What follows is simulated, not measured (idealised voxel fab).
process module | voxel trench capacitor
cross-section cut | 155 nm wide | cells 5 nm
A cross-section is a grid of square cells, given in bands from the top down. A band is one or more rows of cells.
Each band's line starts with the height of the band's top and of its bottom, in nm. Then come its materials from left to right, each with its width in nm. One material with "throughout" fills the band from edge to edge. "air" is empty space.
Height 0 is the level under which the wafer as received is all one material. The lowest band goes on downwards, as in "0 down".
A width such as "30 to 40" changes by the same amount from each row of cells to the next, from the band's top row to its bottom row.
"no change" after a step means that no cell of the cross-section changed.
closed voids: empty space of 8 cells or more with no open way to the top, each as width x height at its distance from the left edge, in nm
after a step's settings: what the simulator itself notes on the step
overlay nm, on a step with a mask: how far to the right of its planned place the mask lay; to the left if negative
plan
1 op RECEIVE | material Si
2 op CONFORMAL_DEP | material SiN | thk nm 10
3 op DIRECTIONAL_DEP | material aC | thk nm 5
4 op PATTERN | tone open | mask id TRENCH | material resist | width nm 15 | pitch nm 40 | thk nm 35 | overlay nm 0
5 op DIRECTIONAL_ETCH | etch materials aC | depth nm 15
6 op STRIP | etch materials resist
7 op DIRECTIONAL_ETCH | etch materials SiN | depth nm 10
8 op DIRECTIONAL_ETCH | etch materials Si | depth nm 30
9 op STRIP | etch materials aC
10 op CONFORMAL_DEP | material SiO2 | thk nm 5
11 op FILL_DEP | material polySi | thk nm 10
12 op CMP | height nm 10
varied across the wafers: thk nm of step 3. The plan shows the first wafer's value. All wafers start alike
first wafer as received, after step 1
  0 down: Si throughout
  closed voids: none
each wafer at the end: cells of each material gained (+) or lost (-) since it was received, then its closed voids
thk nm 5 | -54 Si | +44 SiN | +51 SiO2 | +21 polySi | closed voids: none
thk nm 10 | -54 Si | +44 SiN | +51 SiO2 | +21 polySi | closed voids: none
thk nm 15 | -54 Si | +44 SiN | +51 SiO2 | +21 polySi | closed voids: none
thk nm 20 | +62 SiN | closed voids: none
thk nm 25 | +62 SiN | closed voids: none
thk nm 30 | +62 SiN | closed voids: none
